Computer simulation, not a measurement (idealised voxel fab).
The process module presented herein is designated voxel gate over fins.
The width of the displayed cross-section, cut, is 250 nm; its cells are square, with a size of 5 nm.
Cross-sections here: square-cell grids, written as top-down lists of bands, a band being one or more rows of cells. The entry gives the band's vertical extent as a top height and a bottom height in nm, then its horizontal make-up as materials from left to right, each with a width in nm. "blank" stands for empty space; a single material marked "everywhere" fills the band edge to edge. Heads up on the height convention: 0 is the point under which the incoming wafer is all one material, and the lowest band has no bottom, it just keeps going down, like "z 0 and below". When a width is written as two numbers, as in "30->40", the first number is the width in the top row of cells of the band and the second is the width in its bottom row, and the width changes by the same amount from each row to the next. What does "remained unchanged" mean for a step? It means no cell of the cross-section changed in that step. This entry, "Closed-off voids", enumerates those empty regions of no fewer than 8 cells that possess no open connection to the top. Each region is reported in the form width x height at distance, the distance being taken from the left edge, with all three quantities expressed in nm. If you see something after the settings on a step's line, that's the simulator's own remark about that step. overlay nm: right-of-plan distance of the mask on a masked step; negative values mean left-of-plan.
[Intended process steps]
1. RECEIVE,material Si
2. CONFORMAL_DEP,material SiN,thk nm 5
3. MASKED_ETCH,tone cover,mask id FINS,width nm 15,pitch nm 35,etch materials SiN,depth nm 5,overlay nm 0
4. MASKED_ETCH,tone cover,mask id FINS,width nm 15,pitch nm 35,etch materials Si,depth nm 40,overlay nm 0
5. FILL_DEP,material SiO2,thk nm 10
6. CMP,height nm 5
7. SELECTIVE_ETCH,etch materials SiO2,depth nm 15
8. STRIP,etch materials SiN
9. CONFORMAL_DEP,material HfO2,thk nm 5
10. CONFORMAL_DEP,material TiN,thk nm 5
11. FILL_DEP,material W,thk nm 10
12. CMP,height nm 15
13. CONFORMAL_DEP,material SiCN,thk nm 10
[Below: the first of two wafers, run as planned]
[Cross-section: wafer on arrival = after step 1]
	z 0 and below = Si everywhere
	Closed-off voids: none
[Wafer section view after processing step 2]
	z 5 to 0 = SiN everywhere
	All layers under 0 are left as they were.
[Wafer section view after processing step 3]
	z 5 to 0 = 100 blank  15 SiN  20 blank  15 SiN  100 blank
	All layers under 0 are left as they were.
[Wafer section view after processing step 4]
	z 5 to 0 = 100 blank  15 SiN  20 blank  15 SiN  100 blank
	z 0 to -40 = 100 blank  15 Si  20 blank  15 Si  100 blank
	All layers under -40 are left as they were.
[Wafer section view after processing step 5]
	z 15 to 5 = SiO2 everywhere
	z 5 to 0 = 100 SiO2  15 SiN  20 SiO2  15 SiN  100 SiO2
	z 0 to -40 = 100 SiO2  15 Si  20 SiO2  15 Si  100 SiO2
	All layers under -40 are left as they were.
[Wafer section view after processing step 6]
	z 5 to 0 = 100 SiO2  15 SiN  20 SiO2  15 SiN  100 SiO2
	All layers under 0 are left as they were.
[Wafer section view after processing step 7]
	z 5 to 0 = 100 blank  15 SiN  20 blank  15 SiN  100 blank
	z 0 to -10 = 100 blank  15 Si  20 blank  15 Si  100 blank
	All layers under -10 are left as they were.
[Wafer section view after processing step 8]
	z 0 to -10 = 100 blank  15 Si  20 blank  15 Si  100 blank
	All layers under -10 are left as they were.
[Wafer section view after processing step 9]
	z 5 to 0 = 95 blank  25 HfO2  10 blank  25 HfO2  95 blank
	z 0 to -5 = 95 blank  5 HfO2  15 Si  5 HfO2  10 blank  5 HfO2  15 Si  5 HfO2  95 blank
	z -5 to -10 = 100 HfO2  15 Si  20 HfO2  15 Si  100 HfO2
	All layers under -10 are left as they were.
[Wafer section view after processing step 10]
	z 10 to 5 = 90 blank  70 TiN  90 blank
	z 5 to 0 = 90 blank  5 TiN  25 HfO2  10 TiN  25 HfO2  5 TiN  90 blank
	z 0 to -5 = 95 TiN  5 HfO2  15 Si  5 HfO2  10 TiN  5 HfO2  15 Si  5 HfO2  95 TiN
	All layers under -5 are left as they were.
[Wafer section view after processing step 11]
	z 20 to 10 = W everywhere
	z 10 to 5 = 90 W  70 TiN  90 W
	z 5 to 0 = 90 W  5 TiN  25 HfO2  10 TiN  25 HfO2  5 TiN  90 W
	All layers under 0 are left as they were.
[Wafer section view after processing step 12]
	z 15 to 10 = W everywhere
	All layers under 10 are left as they were.
[Wafer section view after processing step 13]
	z 25 to 15 = SiCN everywhere
	All layers under 15 are left as they were.
[Wafer two of the pair: same origin, same plan, one error during the run; identical to wafer one up to and including step 6]
[Cross-section of the second wafer when, according to plan, step 7 should have finished]
	z 5 to 0 = 100 blank  15 SiN  20 blank  15 SiN  100 blank
	z 0 to -25 = 100 blank  15 Si  20 blank  15 Si  100 blank
	All layers under -25 are left as they were.
[Cross-section of the second wafer when, according to plan, step 8 should have finished]
	z 0 to -25 = 100 blank  15 Si  20 blank  15 Si  100 blank
	All layers under -25 are left as they were.
[Cross-section of the second wafer when, according to plan, step 9 should have finished]
	z 5 to 0 = 95 blank  25 HfO2  10 blank  25 HfO2  95 blank
	z 0 to -20 = 95 blank  5 HfO2  15 Si  5 HfO2  10 blank  5 HfO2  15 Si  5 HfO2  95 blank
	z -20 to -25 = 100 HfO2  15 Si  20 HfO2  15 Si  100 HfO2
	All layers under -25 are left as they were.
[Cross-section of the second wafer when, according to plan, step 10 should have finished]
	z 10 to 5 = 90 blank  70 TiN  90 blank
	z 5 to 0 = 90 blank  5 TiN  25 HfO2  10 TiN  25 HfO2  5 TiN  90 blank
	z 0 to -15 = 90 blank  5 TiN  5 HfO2  15 Si  5 HfO2  10 TiN  5 HfO2  15 Si  5 HfO2  5 TiN  90 blank
	z -15 to -20 = 95 TiN  5 HfO2  15 Si  5 HfO2  10 TiN  5 HfO2  15 Si  5 HfO2  95 TiN
	All layers under -20 are left as they were.
[Cross-section of the second wafer when, according to plan, step 11 should have finished]
	z 20 to 10 = W everywhere
	z 10 to 5 = 90 W  70 TiN  90 W
	z 5 to 0 = 90 W  5 TiN  25 HfO2  10 TiN  25 HfO2  5 TiN  90 W
	z 0 to -15 = 90 W  5 TiN  5 HfO2  15 Si  5 HfO2  10 TiN  5 HfO2  15 Si  5 HfO2  5 TiN  90 W
	All layers under -15 are left as they were.
[Cross-section of the second wafer when, according to plan, step 12 should have finished]
	z 15 to 10 = W everywhere
	All layers under 10 are left as they were.
[Cross-section of the second wafer when, according to plan, step 13 should have finished]
	z 25 to 15 = SiCN everywhere
	All layers under 15 are left as they were.
So what did we get wrong on this run? step 7 of the plan was twice carried out
Upon completion, the second wafer contains, in terms of cells, a greater or smaller amount of certain materials than the first wafer: HfO2: 12 more | SiO2: 132 fewer | TiN: 12 more | W: 108 more
